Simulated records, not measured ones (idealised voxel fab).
Process module heading - voxel self aligned vias
Each square cell in cross-section cut measures 5 nm, and the section as a whole is 170 nm wide.
Think of the cross-section as a grid of square cells. We describe it in bands, top to bottom, and each band covers one or more rows of those cells. The band entry comprises the height of the band's top followed by the height of its bottom, expressed in nm, and subsequently the band's materials from left to right, each stated together with its width in nm. Where a single material is marked with the word "full width", that material fills the band from edge to edge. The word "empty" represents empty space. Where do heights start? At 0: under that level the wafer as delivered is made of one material only. And the lowest band has no floor; it just carries on downward, as in "top 0, no bottom". Quick explanation for "30 to 40": the width changes in equal steps down the rows of cells, from the first number in the band's top row to the second number in its bottom row. A step reported as "no modifications" is a step in which no cell of the cross-section changed. This entry, "Listed closed voids", enumerates those empty regions of no fewer than 8 cells that possess no open connection to the top. Each region is reported in the form width x height at distance, the distance being taken from the left edge, with all three quantities expressed in nm. Heads up: the bit after the settings on a step's line is the simulator's remark on that step. overlay nm: step with mask; distance mask lay right of planned place; negative value = left of planned place.
The planned process steps are enumerated hereunder
step 1: RECEIVE [material Si]
step 2: CONFORMAL_DEP [material SiO2] [thk nm 15]
step 3: CONFORMAL_DEP [material SiCN] [thk nm 5]
step 4: DIRECTIONAL_DEP [material SiO2] [thk nm 30]
step 5: MASKED_ETCH [tone open] [mask id LINES] [width nm 30] [pitch nm 75] [etch materials SiO2] [depth nm 30] [overlay nm 0]
step 6: CONFORMAL_DEP [material TiN] [thk nm 5]
step 7: FILL_DEP [material W] [thk nm 5]
step 8: CMP [height nm 50]
step 9: SELECTIVE_ETCH [etch materials W Ru TiN] [depth nm 10]
step 10: FILL_DEP [material SiN] [thk nm 5]
step 11: CMP [height nm 50]
step 12: DIRECTIONAL_DEP [material SiO2] [thk nm 20]
step 13: PATTERN [tone open] [mask id VIAS] [material resist] [width nm 50] [pitch nm 75] [thk nm 20] [overlay nm 0]
step 14: DIRECTIONAL_ETCH [etch materials SiO2] [depth nm 20]
step 15: DIRECTIONAL_ETCH [etch materials SiN] [depth nm 10]
step 16: STRIP [etch materials resist]
step 17: CONFORMAL_DEP [material TiN] [thk nm 5]
step 18: FILL_DEP [material Cu] [thk nm 5]
step 19: CMP [height nm 70]
step 20: CONFORMAL_DEP [material SiCN] [thk nm 5]
Shown in cross-section is the wafer as received, that is, as it stands after step 1
> top 0, no bottom  Si full width
> Listed closed voids: none
End state of the module in cross-section, given the above starting point and plan and one mistake in execution
> top 75, bottom 70  SiCN full width
> top 70, bottom 50  20 SiO2 | 5 TiN | 40 Cu | 5 TiN | 25 SiO2 | 5 TiN | 40 Cu | 5 TiN | 25 SiO2
> top 50, bottom 45  20 SiN | 15 TiN | 20 Cu | 15 TiN | 25 SiN | 15 TiN | 20 Cu | 15 TiN | 25 SiN
> top 45, bottom 40  30 SiO2 | 30 TiN | 45 SiO2 | 30 TiN | 35 SiO2
> top 40, bottom 20  30 SiO2 | 5 TiN | 20 W | 5 TiN | 45 SiO2 | 5 TiN | 20 W | 5 TiN | 35 SiO2
> top 20, bottom 15  30 SiO2 | 30 TiN | 45 SiO2 | 30 TiN | 35 SiO2
> top 15, bottom 0  SiO2 full width
> top 0, no bottom  Si full width
> Listed closed voids: none
The mistake made against the process plan was this: step 3 was left out
